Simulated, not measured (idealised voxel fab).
Presented below is a process module, voxel ribs on slabs.
It is cross-section cut that appears here, measuring 285 nm in width, its square cells being 5 nm in size.
Cross-section layout: square cells on a grid; listed as bands, top to bottom; a band spans one or more cell rows.
This entry defines a band. It first specifies the height of the band's top and the height of its bottom in nm, and then specifies the band's materials from left to right, stating each material with its width in nm. The word "everywhere" identifies a single material that fills the band from edge to edge, while the word "blank" identifies empty space.
Heights are reckoned from 0. Under this level, the received wafer is all of one material. The bottommost band is open-ended downward, for example "0 down".
Quick explanation for "30..40": the width changes in equal steps down the rows of cells, from the first number in the band's top row to the second number in its bottom row.
What does "no modification" mean for a step? It means no cell of the cross-section changed in that step.
If an empty space has no open way to the top and is at least 8 cells in size, "Closed internal voids" lists it, written width x height at distance, where distance is measured from the left edge and every value is in nm.
Formally, on a step line, whatever follows the settings is a remark that the simulator itself makes on the step.
overlay nm, on a step with a mask: how far to the right of its planned place the mask lay; to the left if negative

Intended process steps
1,RECEIVE | material Si
2,DIRECTIONAL_DEP | material SiO2 | thk nm 20
3,DIRECTIONAL_DEP | material polySi | thk nm 25
4,PATTERN | tone cover | mask id RIB | material resist | width nm 30 | thk nm 20 | overlay nm 0
5,DIRECTIONAL_ETCH | etch materials polySi | depth nm 5
6,STRIP | etch materials resist
7,PATTERN | tone cover | mask id SLAB | material resist | width nm 60 | thk nm 15 | overlay nm 0
8,DIRECTIONAL_ETCH | etch materials polySi | depth nm 20
9,STRIP | etch materials resist
10,FILL_DEP | material SiO2 | thk nm 30
11,CMP | height nm 65
12,DIRECTIONAL_DEP | material W | thk nm 10
13,PATTERN | tone cover | mask id HEATER | material resist | width nm 40 | thk nm 15 | overlay nm 0
14,DIRECTIONAL_ETCH | etch materials W | depth nm 10
15,STRIP | etch materials resist
16,CONFORMAL_DEP | material SiN | thk nm 5

First out of two wafers; run went to plan

Wafer cross-section on receipt, i.e. after step 1
	0 down | Si everywhere
	Closed internal voids: none

Once step 2 is through, the wafer looks like this in cross-section
	20 to 0 | SiO2 everywhere
	Anything lower than 0 is untouched.

Once step 3 is through, the wafer looks like this in cross-section
	45 to 20 | polySi everywhere
	Anything lower than 20 is untouched.

Once step 4 is through, the wafer looks like this in cross-section
	65 to 45 | blank 125; resist 30; blank 130
	Anything lower than 45 is untouched.

Once step 5 is through, the wafer looks like this in cross-section
	65 to 45 | blank 125; resist 30; blank 130
	45 to 40 | blank 125; polySi 30; blank 130
	Anything lower than 40 is untouched.

Once step 6 is through, the wafer looks like this in cross-section
	45 to 40 | blank 125; polySi 30; blank 130
	Anything lower than 40 is untouched.

Once step 7 is through, the wafer looks like this in cross-section
	60 to 45 | blank 110; resist 60; blank 115
	45 to 40 | blank 110; resist 15; polySi 30; resist 15; blank 115
	Anything lower than 40 is untouched.

Once step 8 is through, the wafer looks like this in cross-section
	60 to 45 | blank 110; resist 60; blank 115
	45 to 40 | blank 110; resist 15; polySi 30; resist 15; blank 115
	40 to 20 | blank 110; polySi 60; blank 115
	Anything lower than 20 is untouched.

Once step 9 is through, the wafer looks like this in cross-section
	45 to 40 | blank 125; polySi 30; blank 130
	Anything lower than 40 is untouched.

Once step 10 is through, the wafer looks like this in cross-section
	75 to 45 | SiO2 everywhere
	45 to 40 | SiO2 125; polySi 30; SiO2 130
	40 to 20 | SiO2 110; polySi 60; SiO2 115
	Anything lower than 20 is untouched.

Once step 11 is through, the wafer looks like this in cross-section
	65 to 45 | SiO2 everywhere
	Anything lower than 45 is untouched.

Once step 12 is through, the wafer looks like this in cross-section
	75 to 65 | W everywhere
	Anything lower than 65 is untouched.

Once step 13 is through, the wafer looks like this in cross-section
	90 to 75 | blank 120; resist 40; blank 125
	Anything lower than 75 is untouched.

Once step 14 is through, the wafer looks like this in cross-section
	90 to 75 | blank 120; resist 40; blank 125
	75 to 65 | blank 120; W 40; blank 125
	Anything lower than 65 is untouched.

Once step 15 is through, the wafer looks like this in cross-section
	75 to 65 | blank 120; W 40; blank 125
	Anything lower than 65 is untouched.

Once step 16 is through, the wafer looks like this in cross-section
	80 to 75 | blank 115; SiN 50; blank 120
	75 to 70 | blank 115; SiN 5; W 40; SiN 5; blank 120
	70 to 65 | SiN 120; W 40; SiN 125
	Anything lower than 65 is untouched.

Wafer two of two - same starting point, same process plan, one mistake in execution; matches wafer one up to and including step 2

Cross-sectional view of the second wafer at the intended end time of process step 3
	55 to 20 | polySi everywhere
	Anything lower than 20 is untouched.

Cross-sectional view of the second wafer at the intended end time of process step 4
	75 to 55 | blank 125; resist 30; blank 130
	Anything lower than 55 is untouched.

Cross-sectional view of the second wafer at the intended end time of process step 5
	75 to 55 | blank 125; resist 30; blank 130
	55 to 50 | blank 125; polySi 30; blank 130
	Anything lower than 50 is untouched.

Cross-sectional view of the second wafer at the intended end time of process step 6
	55 to 50 | blank 125; polySi 30; blank 130
	Anything lower than 50 is untouched.

Cross-sectional view of the second wafer at the intended end time of process step 7
	70 to 55 | blank 110; resist 60; blank 115
	55 to 50 | blank 110; resist 15; polySi 30; resist 15; blank 115
	Anything lower than 50 is untouched.

Cross-sectional view of the second wafer at the intended end time of process step 8
	70 to 55 | blank 110; resist 60; blank 115
	55 to 50 | blank 110; resist 15; polySi 30; resist 15; blank 115
	50 to 30 | blank 110; polySi 60; blank 115
	Anything lower than 30 is untouched.

Cross-sectional view of the second wafer at the intended end time of process step 9
	55 to 50 | blank 125; polySi 30; blank 130
	Anything lower than 50 is untouched.

Cross-sectional view of the second wafer at the intended end time of process step 10
	85 to 55 | SiO2 everywhere
	55 to 50 | SiO2 125; polySi 30; SiO2 130
	50 to 30 | SiO2 110; polySi 60; SiO2 115
	Anything lower than 30 is untouched.

Cross-sectional view of the second wafer at the intended end time of process step 11
	65 to 55 | SiO2 everywhere
	Anything lower than 55 is untouched.

Cross-sectional view of the second wafer at the intended end time of process step 12
	75 to 65 | W everywhere
	Anything lower than 65 is untouched.

Cross-sectional view of the second wafer at the intended end time of process step 13
	90 to 75 | blank 120; resist 40; blank 125
	Anything lower than 75 is untouched.

Cross-sectional view of the second wafer at the intended end time of process step 14
	90 to 75 | blank 120; resist 40; blank 125
	75 to 65 | blank 120; W 40; blank 125
	Anything lower than 65 is untouched.

Cross-sectional view of the second wafer at the intended end time of process step 15
	75 to 65 | blank 120; W 40; blank 125
	Anything lower than 65 is untouched.

Cross-sectional view of the second wafer at the intended end time of process step 16
	80 to 75 | blank 115; SiN 50; blank 120
	75 to 70 | blank 115; SiN 5; W 40; SiN 5; blank 120
	70 to 65 | SiN 120; W 40; SiN 125
	Anything lower than 65 is untouched.
Heads up, the wafer didn't run the way we planned it: step 3, actual vs plan mismatch, actual run DIRECTIONAL_DEP | material polySi | thk nm 35
Cell-count delta at end, second wafer over first, by material: -114 SiO2; +114 polySi
